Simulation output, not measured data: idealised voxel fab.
process module | voxel wiring stack
This is section cut - it's 230 nm across, gridded in 5 nm square cells.
Notation: cross-section as square-cell grid; stated in bands, top first, going down; one or more cell rows per band.
A band entry consists of two parts. The first gives the height of the band's top and the height of its bottom, in nm. The rest lists the band's materials from left to right, each with its width in nm. A single material labelled with the word "throughout" fills the band from edge to edge, and the word "blank" marks empty space.
A quick word on heights: they are counted from 0, and under that level the wafer as it came to us is one material throughout. The lowest band is different from the rest in having no bottom; it simply continues downward, written as in "0..down".
When a width is written as two numbers, as in "30..40", the first number is the width in the top row of cells of the band and the second is the width in its bottom row, and the width changes by the same amount from each row to the next.
The designation "identical to before", where it is given for a processing step, indicates that no cell of the cross-section was altered in the course of that step.
Each empty space that has no open way to the top and spans at least 8 cells appears under "Closed void roster" as width x height at distance, the distance counted from the left edge, all in nm.
Where a step's line continues beyond its settings, the continuation is a remark by the simulator itself on that step.
If you see "overlay nm" on a step's line and that step has a mask, it's telling you how far right of where it was planned the mask ended up; a negative number means it went left instead.
Intended process steps:
| 1 | RECEIVE | material Si |
| 2 | CONFORMAL_DEP | material SiO2 | thk nm 10 |
| 3 | CONFORMAL_DEP | material SiCN | thk nm 5 |
| 4 | DIRECTIONAL_DEP | material lowk | thk nm 25 |
| 5 | DIRECTIONAL_DEP | material aC | thk nm 10 |
| 6 | PATTERN | tone open | mask id METAL_1 | material resist | width nm 30 | pitch nm 45 | thk nm 25 | overlay nm 0 |
| 7 | DIRECTIONAL_ETCH | etch materials aC | depth nm 10 |
| 8 | STRIP | etch materials resist |
| 9 | DIRECTIONAL_ETCH | etch materials lowk | depth nm 25 |
| 10 | DIRECTIONAL_ETCH | etch materials SiCN | depth nm 5 |
| 11 | STRIP | etch materials aC |
| 12 | CONFORMAL_DEP | material TiN | thk nm 5 |
| 13 | FILL_DEP | material Cu | thk nm 5 |
| 14 | CMP | height nm 40 |
| 15 | CONFORMAL_DEP | material SiCN | thk nm 5 |
| 16 | DIRECTIONAL_DEP | material SiO2 | thk nm 30 |
| 17 | MASKED_ETCH | tone open | mask id METAL_2 | width nm 30 | pitch nm 45 | etch materials SiO2 | depth nm 20 | overlay nm 0 |
| 18 | DIRECTIONAL_DEP | material aC | thk nm 15 |
| 19 | PATTERN | tone open | mask id METAL_2_HOLES | material resist | width nm 15 | pitch nm 45 | thk nm 30 | overlay nm 0 |
| 20 | DIRECTIONAL_ETCH | etch materials aC | depth nm 15 |
| 21 | STRIP | etch materials resist |
| 22 | DIRECTIONAL_ETCH | etch materials SiO2 | depth nm 10 |
| 23 | DIRECTIONAL_ETCH | etch materials SiCN | depth nm 5 |
| 24 | STRIP | etch materials aC |
| 25 | CONFORMAL_DEP | material TiN | thk nm 5 |
| 26 | FILL_DEP | material Cu | thk nm 10 |
| 27 | CMP | height nm 75 |
| 28 | CONFORMAL_DEP | material SiCN | thk nm 5 |
| 29 | DIRECTIONAL_DEP | material lowk | thk nm 30 |
| 30 | MASKED_ETCH | tone open | mask id METAL_3 | width nm 30 | pitch nm 45 | etch materials lowk | depth nm 20 | overlay nm 0 |
| 31 | DIRECTIONAL_DEP | material aC | thk nm 15 |
| 32 | PATTERN | tone open | mask id METAL_3_HOLES | material resist | width nm 15 | pitch nm 45 | thk nm 30 | overlay nm 0 |
| 33 | DIRECTIONAL_ETCH | etch materials aC | depth nm 15 |
| 34 | STRIP | etch materials resist |
| 35 | DIRECTIONAL_ETCH | etch materials lowk | depth nm 10 |
| 36 | DIRECTIONAL_ETCH | etch materials SiCN | depth nm 5 |
| 37 | STRIP | etch materials aC |
| 38 | CONFORMAL_DEP | material TiN | thk nm 5 |
| 39 | FILL_DEP | material Ru | thk nm 5 |
| 40 | CMP | height nm 110 |
| 41 | CONFORMAL_DEP | material SiCN | thk nm 5 |
As received (post step 1): cross-section:
	0..down: Si throughout
	Closed void roster: none
Cross-sectional result after module completion. Note: starting condition and plan are unchanged from above; one processing mistake was made:
	115..110: SiCN throughout
	110..95: 30 lowk / 5 TiN / 20 Ru / 5 TiN / 15 lowk / 5 TiN / 20 Ru / 5 TiN / 15 lowk / 5 TiN / 20 Ru / 5 TiN / 15 lowk / 5 TiN / 20 Ru / 5 TiN / 35 lowk
	95..90: 30 lowk / 5 TiN / 5 Ru / 20 TiN / 15 lowk / 5 TiN / 5 Ru / 20 TiN / 15 lowk / 5 TiN / 5 Ru / 20 TiN / 15 lowk / 5 TiN / 5 Ru / 20 TiN / 35 lowk
	90..80: 30 lowk / 5 TiN / 5 Ru / 5 TiN / 30 lowk / 5 TiN / 5 Ru / 5 TiN / 30 lowk / 5 TiN / 5 Ru / 5 TiN / 30 lowk / 5 TiN / 5 Ru / 5 TiN / 50 lowk
	80..75: 30 SiCN / 15 TiN / 30 SiCN / 15 TiN / 30 SiCN / 15 TiN / 30 SiCN / 15 TiN / 50 SiCN
	75..45: SiO2 throughout
	45..40: SiCN throughout
	40..15: 30 lowk / 5 TiN / 20 Cu / 5 TiN / 15 lowk / 5 TiN / 20 Cu / 5 TiN / 15 lowk / 5 TiN / 20 Cu / 5 TiN / 15 lowk / 5 TiN / 20 Cu / 5 TiN / 35 lowk
	15..10: 30 SiCN / 30 TiN / 15 SiCN / 30 TiN / 15 SiCN / 30 TiN / 15 SiCN / 30 TiN / 35 SiCN
	10..0: SiO2 throughout
	0..down: Si throughout
	Closed void roster: none
Short version of what went wrong: step 16, plan: ran twice
